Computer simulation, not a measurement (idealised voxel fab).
The process module presented herein is designated voxel wiring stack.
The figure presents cross-section cut, which has a width of 190 nm and is divided into square cells with an edge length of 5 nm.
For the purposes of this document, a cross-section shall be understood as a grid of square cells, specified as bands listed in top-to-bottom order, each band consisting of one or more rows of cells. It is stipulated that each band's entry specify, in nanometres, the height of the top of the band and then that of its bottom, followed by the materials of the band in left-to-right sequence, each together with its width in nanometres. A single material marked by the word "all across" is understood to fill the band from edge to edge; the word "empty" is understood to denote empty space. Below 0: as-received wafer, all one material; heights counted from there. Lowest band: no bottom, goes on down, written "top 0, no bottom". A width such as "30->40" changes by the same amount from each row of cells to the next, from the band's top row to its bottom row. "identical to before" (step): cross-section cells unchanged, all of them. Look at "Closed void listing" for the closed voids: empty spaces with no open path to the top, sized 8 cells or up. Each is width x height at distance, distance from the left edge, all nm. Note: text after step settings on the step line = simulator remark on that step. "overlay nm" answers the question of how far to the right of plan the mask lay on a step that has a mask, and when it is negative the answer is to the left.
-- Listed below are the process steps as planned
| 1 | RECEIVE with material Si |
| 2 | CONFORMAL_DEP with material SiO2, thk nm 10 |
| 3 | CONFORMAL_DEP with material SiCN, thk nm 5 |
| 4 | DIRECTIONAL_DEP with material lowk, thk nm 25 |
| 5 | DIRECTIONAL_DEP with material aC, thk nm 15 |
| 6 | PATTERN with tone open, mask id METAL_1, material resist, width nm 20, pitch nm 40, thk nm 35, overlay nm 0 |
| 7 | DIRECTIONAL_ETCH with etch materials aC, depth nm 15 |
| 8 | STRIP with etch materials resist |
| 9 | DIRECTIONAL_ETCH with etch materials lowk, depth nm 25 |
| 10 | DIRECTIONAL_ETCH with etch materials SiCN, depth nm 5 |
| 11 | STRIP with etch materials aC |
| 12 | CONFORMAL_DEP with material TiN, thk nm 5 |
| 13 | FILL_DEP with material Ru, thk nm 5 |
| 14 | CMP with height nm 40 |
| 15 | CONFORMAL_DEP with material SiCN, thk nm 5 |
| 16 | DIRECTIONAL_DEP with material lowk, thk nm 15 |
| 17 | DIRECTIONAL_DEP with material aC, thk nm 15 |
| 18 | PATTERN with tone open, mask id PLUG_1, material resist, width nm 15, pitch nm 40, thk nm 35, overlay nm 0 |
| 19 | DIRECTIONAL_ETCH with etch materials aC, depth nm 15 |
| 20 | STRIP with etch materials resist |
| 21 | DIRECTIONAL_ETCH with etch materials lowk, depth nm 15 |
| 22 | DIRECTIONAL_ETCH with etch materials SiCN, depth nm 5 |
| 23 | STRIP with etch materials aC |
| 24 | EPI with material Ru, thk nm 10 |
| 25 | EPI with material Ru, thk nm 10 |
| 26 | CONFORMAL_DEP with material SiN, thk nm 5 |
| 27 | DIRECTIONAL_DEP with material SiO2, thk nm 15 |
| 28 | MASKED_ETCH with tone open, mask id METAL_2, width nm 20, pitch nm 40, etch materials SiO2, depth nm 15, overlay nm 0 |
| 29 | MASKED_ETCH with tone open, mask id METAL_2, width nm 20, pitch nm 40, etch materials SiN, depth nm 5, overlay nm 0 |
| 30 | CONFORMAL_DEP with material TiN, thk nm 5 |
| 31 | FILL_DEP with material W, thk nm 10 |
| 32 | CMP with height nm 80 |
| 33 | CONFORMAL_DEP with material SiN, thk nm 5 |
-- First wafer out of two, processed as planned
-- Delivered wafer in cross-section: state after step 1
    top 0, no bottom | Si all across
    Closed void listing: none
-- Presented here is a cross-section of the wafer after step 2 has been performed
    top 10, bottom 0 | SiO2 all across
    All layers under 0 are left as they were.
-- Presented here is a cross-section of the wafer after step 3 has been performed
    top 15, bottom 10 | SiCN all across
    All layers under 10 are left as they were.
-- Presented here is a cross-section of the wafer after step 4 has been performed
    top 40, bottom 15 | lowk all across
    All layers under 15 are left as they were.
-- Presented here is a cross-section of the wafer after step 5 has been performed
    top 55, bottom 40 | aC all across
    All layers under 40 are left as they were.
-- Presented here is a cross-section of the wafer after step 6 has been performed
    top 90, bottom 55 | 25 nm resist; 20 nm empty; 20 nm resist; 20 nm empty; 20 nm resist; 20 nm empty; 20 nm resist; 20 nm empty; 25 nm resist
    All layers under 55 are left as they were.
-- Presented here is a cross-section of the wafer after step 7 has been performed
    top 75, bottom 55 | 25 nm resist; 20 nm empty; 20 nm resist; 20 nm empty; 20 nm resist; 20 nm empty; 20 nm resist; 20 nm empty; 25 nm resist
    top 55, bottom 40 | 25 nm aC; 20 nm empty; 20 nm aC; 20 nm empty; 20 nm aC; 20 nm empty; 20 nm aC; 20 nm empty; 25 nm aC
    All layers under 40 are left as they were.
-- Presented here is a cross-section of the wafer after step 8 has been performed
    top 55, bottom 40 | 25 nm aC; 20 nm empty; 20 nm aC; 20 nm empty; 20 nm aC; 20 nm empty; 20 nm aC; 20 nm empty; 25 nm aC
    All layers under 40 are left as they were.
-- Presented here is a cross-section of the wafer after step 9 has been performed
    top 55, bottom 40 | 25 nm aC; 20 nm empty; 20 nm aC; 20 nm empty; 20 nm aC; 20 nm empty; 20 nm aC; 20 nm empty; 25 nm aC
    top 40, bottom 15 | 25 nm lowk; 20 nm empty; 20 nm lowk; 20 nm empty; 20 nm lowk; 20 nm empty; 20 nm lowk; 20 nm empty; 25 nm lowk
    All layers under 15 are left as they were.
-- Presented here is a cross-section of the wafer after step 10 has been performed
    top 55, bottom 40 | 25 nm aC; 20 nm empty; 20 nm aC; 20 nm empty; 20 nm aC; 20 nm empty; 20 nm aC; 20 nm empty; 25 nm aC
    top 40, bottom 15 | 25 nm lowk; 20 nm empty; 20 nm lowk; 20 nm empty; 20 nm lowk; 20 nm empty; 20 nm lowk; 20 nm empty; 25 nm lowk
    top 15, bottom 10 | 25 nm SiCN; 20 nm empty; 20 nm SiCN; 20 nm empty; 20 nm SiCN; 20 nm empty; 20 nm SiCN; 20 nm empty; 25 nm SiCN
    All layers under 10 are left as they were.
-- Presented here is a cross-section of the wafer after step 11 has been performed
    top 40, bottom 15 | 25 nm lowk; 20 nm empty; 20 nm lowk; 20 nm empty; 20 nm lowk; 20 nm empty; 20 nm lowk; 20 nm empty; 25 nm lowk
    All layers under 15 are left as they were.
-- Presented here is a cross-section of the wafer after step 12 has been performed
    top 45, bottom 40 | 30 nm TiN; 10 nm empty; 30 nm TiN; 10 nm empty; 30 nm TiN; 10 nm empty; 30 nm TiN; 10 nm empty; 30 nm TiN
    top 40, bottom 15 | 25 nm lowk; 5 nm TiN; 10 nm empty; 5 nm TiN; 20 nm lowk; 5 nm TiN; 10 nm empty; 5 nm TiN; 20 nm lowk; 5 nm TiN; 10 nm empty; 5 nm TiN; 20 nm lowk; 5 nm TiN; 10 nm empty; 5 nm TiN; 25 nm lowk
    top 15, bottom 10 | 25 nm SiCN; 20 nm TiN; 20 nm SiCN; 20 nm TiN; 20 nm SiCN; 20 nm TiN; 20 nm SiCN; 20 nm TiN; 25 nm SiCN
    All layers under 10 are left as they were.
-- Presented here is a cross-section of the wafer after step 13 has been performed
    top 50, bottom 45 | Ru all across
    top 45, bottom 40 | 30 nm TiN; 10 nm Ru; 30 nm TiN; 10 nm Ru; 30 nm TiN; 10 nm Ru; 30 nm TiN; 10 nm Ru; 30 nm TiN
    top 40, bottom 15 | 25 nm lowk; 5 nm TiN; 10 nm Ru; 5 nm TiN; 20 nm lowk; 5 nm TiN; 10 nm Ru; 5 nm TiN; 20 nm lowk; 5 nm TiN; 10 nm Ru; 5 nm TiN; 20 nm lowk; 5 nm TiN; 10 nm Ru; 5 nm TiN; 25 nm lowk
    All layers under 15 are left as they were.
-- Presented here is a cross-section of the wafer after step 14 has been performed
    top 40, bottom 15 | 25 nm lowk; 5 nm TiN; 10 nm Ru; 5 nm TiN; 20 nm lowk; 5 nm TiN; 10 nm Ru; 5 nm TiN; 20 nm lowk; 5 nm TiN; 10 nm Ru; 5 nm TiN; 20 nm lowk; 5 nm TiN; 10 nm Ru; 5 nm TiN; 25 nm lowk
    All layers under 15 are left as they were.
-- Presented here is a cross-section of the wafer after step 15 has been performed
    top 45, bottom 40 | SiCN all across
    All layers under 40 are left as they were.
-- Presented here is a cross-section of the wafer after step 16 has been performed
    top 60, bottom 45 | lowk all across
    All layers under 45 are left as they were.
-- Presented here is a cross-section of the wafer after step 17 has been performed
    top 75, bottom 60 | aC all across
    All layers under 60 are left as they were.
-- Presented here is a cross-section of the wafer after step 18 has been performed
    top 110, bottom 75 | 25 nm resist; 15 nm empty; 25 nm resist; 15 nm empty; 25 nm resist; 15 nm empty; 25 nm resist; 15 nm empty; 30 nm resist
    All layers under 75 are left as they were.
-- Presented here is a cross-section of the wafer after step 19 has been performed
    top 95, bottom 75 | 25 nm resist; 15 nm empty; 25 nm resist; 15 nm empty; 25 nm resist; 15 nm empty; 25 nm resist; 15 nm empty; 30 nm resist
    top 75, bottom 60 | 25 nm aC; 15 nm empty; 25 nm aC; 15 nm empty; 25 nm aC; 15 nm empty; 25 nm aC; 15 nm empty; 30 nm aC
    All layers under 60 are left as they were.
-- Presented here is a cross-section of the wafer after step 20 has been performed
    top 75, bottom 60 | 25 nm aC; 15 nm empty; 25 nm aC; 15 nm empty; 25 nm aC; 15 nm empty; 25 nm aC; 15 nm empty; 30 nm aC
    All layers under 60 are left as they were.
-- Presented here is a cross-section of the wafer after step 21 has been performed
    top 75, bottom 60 | 25 nm aC; 15 nm empty; 25 nm aC; 15 nm empty; 25 nm aC; 15 nm empty; 25 nm aC; 15 nm empty; 30 nm aC
    top 60, bottom 45 | 25 nm lowk; 15 nm empty; 25 nm lowk; 15 nm empty; 25 nm lowk; 15 nm empty; 25 nm lowk; 15 nm empty; 30 nm lowk
    All layers under 45 are left as they were.
-- Presented here is a cross-section of the wafer after step 22 has been performed
    top 75, bottom 60 | 25 nm aC; 15 nm empty; 25 nm aC; 15 nm empty; 25 nm aC; 15 nm empty; 25 nm aC; 15 nm empty; 30 nm aC
    top 60, bottom 45 | 25 nm lowk; 15 nm empty; 25 nm lowk; 15 nm empty; 25 nm lowk; 15 nm empty; 25 nm lowk; 15 nm empty; 30 nm lowk
    top 45, bottom 40 | 25 nm SiCN; 15 nm empty; 25 nm SiCN; 15 nm empty; 25 nm SiCN; 15 nm empty; 25 nm SiCN; 15 nm empty; 30 nm SiCN
    All layers under 40 are left as they were.
-- Presented here is a cross-section of the wafer after step 23 has been performed
    top 60, bottom 45 | 25 nm lowk; 15 nm empty; 25 nm lowk; 15 nm empty; 25 nm lowk; 15 nm empty; 25 nm lowk; 15 nm empty; 30 nm lowk
    All layers under 45 are left as they were.
-- Presented here is a cross-section of the wafer after step 24 has been performed
    top 60, bottom 50 | 25 nm lowk; 15 nm empty; 25 nm lowk; 15 nm empty; 25 nm lowk; 15 nm empty; 25 nm lowk; 15 nm empty; 30 nm lowk
    top 50, bottom 45 | 25 nm lowk; 15 nm Ru; 25 nm lowk; 15 nm Ru; 25 nm lowk; 15 nm Ru; 25 nm lowk; 15 nm Ru; 30 nm lowk
    top 45, bottom 40 | 25 nm SiCN; 15 nm Ru; 25 nm SiCN; 15 nm Ru; 25 nm SiCN; 15 nm Ru; 25 nm SiCN; 15 nm Ru; 30 nm SiCN
    All layers under 40 are left as they were.
-- Presented here is a cross-section of the wafer after step 25 has been performed
    top 60, bottom 45 | 25 nm lowk; 15 nm Ru; 25 nm lowk; 15 nm Ru; 25 nm lowk; 15 nm Ru; 25 nm lowk; 15 nm Ru; 30 nm lowk
    All layers under 45 are left as they were.
-- Presented here is a cross-section of the wafer after step 26 has been performed
    top 65, bottom 60 | SiN all across
    All layers under 60 are left as they were.
-- Presented here is a cross-section of the wafer after step 27 has been performed
    top 80, bottom 65 | SiO2 all across
    All layers under 65 are left as they were.
-- Presented here is a cross-section of the wafer after step 28 has been performed
    top 80, bottom 65 | 25 nm SiO2; 20 nm empty; 20 nm SiO2; 20 nm empty; 20 nm SiO2; 20 nm empty; 20 nm SiO2; 20 nm empty; 25 nm SiO2
    All layers under 65 are left as they were.
-- Presented here is a cross-section of the wafer after step 29 has been performed
    top 80, bottom 65 | 25 nm SiO2; 20 nm empty; 20 nm SiO2; 20 nm empty; 20 nm SiO2; 20 nm empty; 20 nm SiO2; 20 nm empty; 25 nm SiO2
    top 65, bottom 60 | 25 nm SiN; 20 nm empty; 20 nm SiN; 20 nm empty; 20 nm SiN; 20 nm empty; 20 nm SiN; 20 nm empty; 25 nm SiN
    All layers under 60 are left as they were.
-- Presented here is a cross-section of the wafer after step 30 has been performed
    top 85, bottom 80 | 30 nm TiN; 10 nm empty; 30 nm TiN; 10 nm empty; 30 nm TiN; 10 nm empty; 30 nm TiN; 10 nm empty; 30 nm TiN
    top 80, bottom 65 | 25 nm SiO2; 5 nm TiN; 10 nm empty; 5 nm TiN; 20 nm SiO2; 5 nm TiN; 10 nm empty; 5 nm TiN; 20 nm SiO2; 5 nm TiN; 10 nm empty; 5 nm TiN; 20 nm SiO2; 5 nm TiN; 10 nm empty; 5 nm TiN; 25 nm SiO2
    top 65, bottom 60 | 25 nm SiN; 20 nm TiN; 20 nm SiN; 20 nm TiN; 20 nm SiN; 20 nm TiN; 20 nm SiN; 20 nm TiN; 25 nm SiN
    All layers under 60 are left as they were.
-- Presented here is a cross-section of the wafer after step 31 has been performed
    top 95, bottom 85 | W all across
    top 85, bottom 80 | 30 nm TiN; 10 nm W; 30 nm TiN; 10 nm W; 30 nm TiN; 10 nm W; 30 nm TiN; 10 nm W; 30 nm TiN
    top 80, bottom 65 | 25 nm SiO2; 5 nm TiN; 10 nm W; 5 nm TiN; 20 nm SiO2; 5 nm TiN; 10 nm W; 5 nm TiN; 20 nm SiO2; 5 nm TiN; 10 nm W; 5 nm TiN; 20 nm SiO2; 5 nm TiN; 10 nm W; 5 nm TiN; 25 nm SiO2
    All layers under 65 are left as they were.
-- Presented here is a cross-section of the wafer after step 32 has been performed
    top 80, bottom 65 | 25 nm SiO2; 5 nm TiN; 10 nm W; 5 nm TiN; 20 nm SiO2; 5 nm TiN; 10 nm W; 5 nm TiN; 20 nm SiO2; 5 nm TiN; 10 nm W; 5 nm TiN; 20 nm SiO2; 5 nm TiN; 10 nm W; 5 nm TiN; 25 nm SiO2
    All layers under 65 are left as they were.
-- Presented here is a cross-section of the wafer after step 33 has been performed
    top 85, bottom 80 | SiN all across
    All layers under 80 are left as they were.
-- Notes, second wafer: start = first wafer's, plan = first wafer's, execution had one mistake; history identical to first through step 27
-- Cross-section: second wafer, time at which step 28 was scheduled to end
    top 80, bottom 65 | 25 nm empty; 20 nm SiO2; 20 nm empty; 20 nm SiO2; 20 nm empty; 20 nm SiO2; 20 nm empty; 20 nm SiO2; 25 nm empty
    All layers under 65 are left as they were.
Cross-section: second wafer, time at which step 29 was scheduled to end: identical to before
-- Cross-section: second wafer, time at which step 30 was scheduled to end
    top 85, bottom 80 | 20 nm empty; 30 nm TiN; 10 nm empty; 30 nm TiN; 10 nm empty; 30 nm TiN; 10 nm empty; 30 nm TiN; 20 nm empty
    top 80, bottom 70 | 20 nm empty; 5 nm TiN; 20 nm SiO2; 5 nm TiN; 10 nm empty; 5 nm TiN; 20 nm SiO2; 5 nm TiN; 10 nm empty; 5 nm TiN; 20 nm SiO2; 5 nm TiN; 10 nm empty; 5 nm TiN; 20 nm SiO2; 5 nm TiN; 20 nm empty
    top 70, bottom 65 | 25 nm TiN; 20 nm SiO2; 20 nm TiN; 20 nm SiO2; 20 nm TiN; 20 nm SiO2; 20 nm TiN; 20 nm SiO2; 25 nm TiN
    All layers under 65 are left as they were.
-- Cross-section: second wafer, time at which step 31 was scheduled to end
    top 95, bottom 85 | W all across
    top 85, bottom 80 | 20 nm W; 30 nm TiN; 10 nm W; 30 nm TiN; 10 nm W; 30 nm TiN; 10 nm W; 30 nm TiN; 20 nm W
    top 80, bottom 70 | 20 nm W; 5 nm TiN; 20 nm SiO2; 5 nm TiN; 10 nm W; 5 nm TiN; 20 nm SiO2; 5 nm TiN; 10 nm W; 5 nm TiN; 20 nm SiO2; 5 nm TiN; 10 nm W; 5 nm TiN; 20 nm SiO2; 5 nm TiN; 20 nm W
    All layers under 70 are left as they were.
-- Cross-section: second wafer, time at which step 32 was scheduled to end
    top 80, bottom 70 | 20 nm W; 5 nm TiN; 20 nm SiO2; 5 nm TiN; 10 nm W; 5 nm TiN; 20 nm SiO2; 5 nm TiN; 10 nm W; 5 nm TiN; 20 nm SiO2; 5 nm TiN; 10 nm W; 5 nm TiN; 20 nm SiO2; 5 nm TiN; 20 nm W
    All layers under 70 are left as they were.
-- Cross-section: second wafer, time at which step 33 was scheduled to end
    top 85, bottom 80 | SiN all across
    All layers under 80 are left as they were.
what went wrong: step 28 went in with a setting other than planned; the actual run was MASKED_ETCH with tone cover, mask id METAL_2, width nm 20, pitch nm 40, etch materials SiO2, depth nm 15, overlay nm 0
End check, counted in cells, second wafer has more or fewer of these materials than the first: SiN: 16 more | SiO2: 18 fewer | TiN: 2 fewer | W: 4 more
